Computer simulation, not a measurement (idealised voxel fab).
process module | voxel gate over fins
The width of the displayed cross-section, cut, is 230 nm; its cells are square, with a size of 5 nm.
How to read a cross-section here: the picture is a grid of square cells, written as bands going from the top down, and any band can span one or more rows of cells. What a band's entry tells you: where the top is and where the bottom is, as heights in nm, and after that what lies inside, material by material from left to right, each with its width in nm. Empty space is written as the word "air", and a single material marked with the word "throughout" occupies the band from edge to edge. Heads up on the height convention: 0 is the point under which the incoming wafer is all one material, and the lowest band has no bottom, it just keeps going down, like "top 0, no bottom". The notation "30->40" denotes a width that varies across the rows of cells in the band, beginning at the first number in the top row, finishing at the second number in the bottom row, and changing by an identical amount from each row to the next. What does "nothing altered" mean for a step? It means no cell of the cross-section changed in that step. You'll see "Cavities, closed" listing empty spaces that have no way open to the top, as long as they're 8 cells or more; the notation is width x height at distance, where the distance is from the left edge, and all of it is in nm. Formally, on a step line, whatever follows the settings is a remark that the simulator itself makes on the step. The line of a step may include "overlay nm". On a step with a mask, this value is how far to the right of its planned place the mask lay. A negative value means the mask lay to the left.

Here's what the planned process steps look like
step 1: RECEIVE,material Si
step 2: CONFORMAL_DEP,material SiN,thk nm 10
step 3: MASKED_ETCH,tone cover,mask id FINS,width nm 15,pitch nm 40,etch materials SiN,depth nm 10,overlay nm 0
step 4: MASKED_ETCH,tone cover,mask id FINS,width nm 15,pitch nm 40,etch materials Si,depth nm 30,overlay nm 0
step 5: OXIDIZE,depth nm 5
step 6: FILL_DEP,material SiO2,thk nm 5
step 7: CMP,height nm 10
step 8: SELECTIVE_ETCH,etch materials SiO2,depth nm 25
step 9: STRIP,etch materials SiN
step 10: CONFORMAL_DEP,material HfO2,thk nm 5
step 11: CONFORMAL_DEP,material TiN,thk nm 5
step 12: FILL_DEP,material W,thk nm 10
step 13: CMP,height nm 15
step 14: CONFORMAL_DEP,material SiCN,thk nm 10

Cross-section: wafer on arrival = after step 1
  top 0, no bottom | Si throughout
  Cavities, closed: none

The plan above was carried out on the starting structure above with one mistake, and this cross-section shows the wafer at the end of the module
  top 25, bottom 10 | W throughout
  top 10, bottom 5 | W 80 / TiN 25 / W 15 / TiN 25 / W 85
  top 5, bottom 0 | W 80 / TiN 5 / HfO2 15 / TiN 5 / W 15 / TiN 5 / HfO2 15 / TiN 5 / W 85
  top 0, bottom -5 | W 80 / TiN 5 / HfO2 5 / Si 5 / HfO2 5 / TiN 5 / W 15 / TiN 5 / HfO2 5 / Si 5 / HfO2 5 / TiN 5 / W 85
  top -5, bottom -10 | TiN 85 / HfO2 5 / Si 5 / HfO2 5 / TiN 25 / HfO2 5 / Si 5 / HfO2 5 / TiN 90
  top -10, bottom -15 | HfO2 90 / Si 5 / HfO2 35 / Si 5 / HfO2 95
  top -15, bottom -35 | SiO2 90 / Si 5 / SiO2 35 / Si 5 / SiO2 95
  top -35, no bottom | Si throughout
  Cavities, closed: none
Finding, execution versus plan: it should be noted that step 14 was executed with settings other than those planned, the operation and settings actually applied being CONFORMAL_DEP,material W,thk nm 10
